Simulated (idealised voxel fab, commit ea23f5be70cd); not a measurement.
process module | voxel spacer lines
cross-section cut | 220 nm wide | cells 5 nm
A cross-section is a grid of square cells, given in bands from the top down. A band is one or more rows of cells.
Each band's line starts with the height of the band's top and of its bottom, in nm. Then come its materials from left to right, each with its width in nm. One material with "throughout" fills the band from edge to edge. "air" is empty space.
Height 0 is the level under which the wafer as received is all one material. The lowest band goes on downwards, as in "0 down".
A width such as "30 to 40" changes by the same amount from each row of cells to the next, from the band's top row to its bottom row.
"no change" after a step means that no cell of the cross-section changed.
closed voids: empty space of 8 cells or more with no open way to the top, each as width x height at its distance from the left edge, in nm
after a step's settings: what the simulator itself notes on the step
overlay nm, on a step with a mask: how far to the right of its planned place the mask lay; to the left if negative
plan
1 op RECEIVE | material Si
2 op CONFORMAL_DEP | material Al2O3 | thk nm 5
3 op DIRECTIONAL_DEP | material polySi | thk nm 15
4 op DIRECTIONAL_DEP | material aC | thk nm 30
5 op PATTERN | tone cover | mask id MANDREL | material resist | width nm 25 | pitch nm 80 | thk nm 40 | overlay nm 0
6 op DIRECTIONAL_ETCH | etch materials aC | depth nm 30
7 op STRIP | etch materials resist
8 op CONFORMAL_DEP | material SiN | thk nm 15
9 op DIRECTIONAL_ETCH | etch materials SiN | depth nm 15
10 op STRIP | etch materials aC
11 op DIRECTIONAL_ETCH | etch materials polySi | depth nm 15
12 op STRIP | etch materials SiN
as received, after step 1
  0 down: Si throughout
  closed voids: none
a wafer at the end: this start, this plan, one mistake
  20 to 5: air 5 | polySi 15 | air 25 | polySi 15 | air 25 | polySi 15 | air 25 | polySi 15 | air 25 | polySi 15 | air 25 | polySi 15
  5 to 0: Al2O3 throughout
  0 down: Si throughout
  closed voids: none
what went wrong: step 5 ran as: op PATTERN | tone cover | mask id MANDREL | material resist | width nm 25 | pitch nm 80 | thk nm 40 | overlay nm 5
